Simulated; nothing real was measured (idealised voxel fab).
voxel capacitor over wiring: a process module
cross-section cut | 205 nm wide | cells 5 nm
Think of the cross-section as a grid of square cells. We describe it in bands, top to bottom, and each band covers one or more rows of those cells. The entry gives the band's vertical extent as a top height and a bottom height in nm, then its horizontal make-up as materials from left to right, each with a width in nm. "blank" stands for empty space; a single material marked "throughout" fills the band edge to edge. All heights in this document are referenced to 0, defined as the level beneath which the wafer, as received, consists entirely of one material. The lowest band is not bounded below; it extends indefinitely downward and is written in the form "from 0 down". Read "30..40" as a graded width: first number on top, second number at the bottom, same change between each pair of neighbouring rows. You'll sometimes find "nothing different" written for a step, and that's the way of saying that nowhere in the cross-section did a cell change during that step. Listed in "closed voids": every empty space of 8 or more cells without an open way to the top. Form: width x height at distance, the distance being from the left edge, all in nm. It should be noted that, on the line of a given step, the content following the step's settings is a remark produced by the simulator itself with respect to that step. overlay nm: on a step with a mask, how far right of its planned place the mask lay; negative means left.
Process steps foreseen in the plan
1,RECEIVE with material Si
2,CONFORMAL_DEP with material SiO2, thk nm 15
3,CONFORMAL_DEP with material SiCN, thk nm 5
4,DIRECTIONAL_DEP with material lowk, thk nm 25
5,PATTERN with tone open, mask id METAL_1, material resist, width nm 30, pitch nm 80, thk nm 15, overlay nm 0
6,DIRECTIONAL_ETCH with etch materials lowk, depth nm 25
7,DIRECTIONAL_ETCH with etch materials SiCN, depth nm 5
8,STRIP with etch materials resist
9,CONFORMAL_DEP with material TiN, thk nm 5
10,FILL_DEP with material Cu, thk nm 10
11,CMP with height nm 45
12,CONFORMAL_DEP with material SiCN, thk nm 5
13,DIRECTIONAL_DEP with material SiO2, thk nm 15
14,MASKED_ETCH with tone open, mask id PLUG_1, width nm 15, etch materials SiO2, depth nm 15, overlay nm 0
15,MASKED_ETCH with tone open, mask id PLUG_1, width nm 15, etch materials SiCN, depth nm 5, overlay nm 0
16,EPI with material Ru, thk nm 10
17,EPI with material Ru, thk nm 10
18,DIRECTIONAL_DEP with material TiN, thk nm 5
19,DIRECTIONAL_DEP with material SiN, thk nm 5
20,DIRECTIONAL_DEP with material TiN, thk nm 10
21,DIRECTIONAL_DEP with material aC, thk nm 10
22,PATTERN with tone cover, mask id UPPER_PLATE, material resist, width nm 55, thk nm 25, overlay nm 0
23,DIRECTIONAL_ETCH with etch materials aC, depth nm 5
24,STRIP with etch materials resist
25,DIRECTIONAL_ETCH with etch materials TiN, depth nm 10
26,DIRECTIONAL_ETCH with etch materials SiN, depth nm 5
27,STRIP with etch materials aC
28,PATTERN with tone cover, mask id LOWER_PLATE, material resist, width nm 65, thk nm 20, overlay nm 0
29,DIRECTIONAL_ETCH with etch materials TiN, depth nm 5
30,STRIP with etch materials resist
31,FILL_DEP with material SiO2, thk nm 15
32,CMP with height nm 95
33,PATTERN with tone open, mask id PLUG_2, material resist, width nm 15, thk nm 15, overlay nm 0
34,DIRECTIONAL_ETCH with etch materials SiO2, depth nm 10
35,STRIP with etch materials resist
36,CONFORMAL_DEP with material TiN, thk nm 5
37,FILL_DEP with material Cu, thk nm 5
38,CMP with height nm 95
39,CONFORMAL_DEP with material SiN, thk nm 5
Heads up: all these wafers start the same, and what changes between them is the depth nm in step 23. The value you see in the plan is just what the first wafer got.
Step 1 complete: as-received cross-section of the first of several wafers
	from 0 down = Si throughout
	closed voids: none
Shown in cross-section: the first of several wafers at the end of the module, after its last step, step 39
	from 100 to 95 = SiN throughout
	from 95 to 90 = 70 SiO2, then 5 TiN, then 5 Cu, then 5 TiN, then 120 SiO2
	from 90 to 80 = 70..55 SiO2, then 15..65 TiN, then 120..85 SiO2
	from 80 to 75 = TiN throughout
	from 75 to 70 = SiN throughout
	from 70 to 65 = TiN throughout
	from 65 to 50 = 60 SiO2, then 15 Ru, then 130 SiO2
	from 50 to 45 = 60 SiCN, then 15 Ru, then 130 SiCN
	from 45 to 20 = 45 lowk, then 5 TiN, then 20 Cu, then 5 TiN, then 50 lowk, then 5 TiN, then 20 Cu, then 5 TiN, then 50 lowk
	from 20 to 15 = 45 SiCN, then 30 TiN, then 50 SiCN, then 30 TiN, then 50 SiCN
	from 15 to 0 = SiO2 throughout
	from 0 down = Si throughout
	closed voids: none
Last wafer, end of module, cross-section
	from 100 to 95 = SiN throughout
	from 95 to 90 = 70 SiO2, then 5 TiN, then 5 Cu, then 5 TiN, then 120 SiO2
	from 90 to 85 = 70 SiO2, then 15 TiN, then 120 SiO2
	from 85 to 75 = 60 SiO2, then 55 TiN, then 90 SiO2
	from 75 to 70 = 60 SiO2, then 55 SiN, then 90 SiO2
	from 70 to 65 = 55 SiO2, then 65 TiN, then 85 SiO2
	from 65 to 50 = 60 SiO2, then 15 Ru, then 130 SiO2
	from 50 to 45 = 60 SiCN, then 15 Ru, then 130 SiCN
	from 45 to 20 = 45 lowk, then 5 TiN, then 20 Cu, then 5 TiN, then 50 lowk, then 5 TiN, then 20 Cu, then 5 TiN, then 50 lowk
	from 20 to 15 = 45 SiCN, then 30 TiN, then 50 SiCN, then 30 TiN, then 50 SiCN
	from 15 to 0 = SiO2 throughout
	from 0 down = Si throughout
	closed voids: none
wafer rows; end of module; cells per material since receipt: (+) gained, (-) lost; then closed voids
depth nm 5 | +41 Cu | +12 Ru | +67 SiCN | +82 SiN | +341 SiO2 | +132 TiN | +145 lowk | closed voids: none
depth nm 10 | +41 Cu | +12 Ru | +67 SiCN | +52 SiN | +431 SiO2 | +72 TiN | +145 lowk | closed voids: none
depth nm 15 | +41 Cu | +12 Ru | +67 SiCN | +52 SiN | +431 SiO2 | +72 TiN | +145 lowk | closed voids: none
depth nm 20 | +41 Cu | +12 Ru | +67 SiCN | +52 SiN | +431 SiO2 | +72 TiN | +145 lowk | closed voids: none
depth nm 25 | +41 Cu | +12 Ru | +67 SiCN | +52 SiN | +431 SiO2 | +72 TiN | +145 lowk | closed voids: none
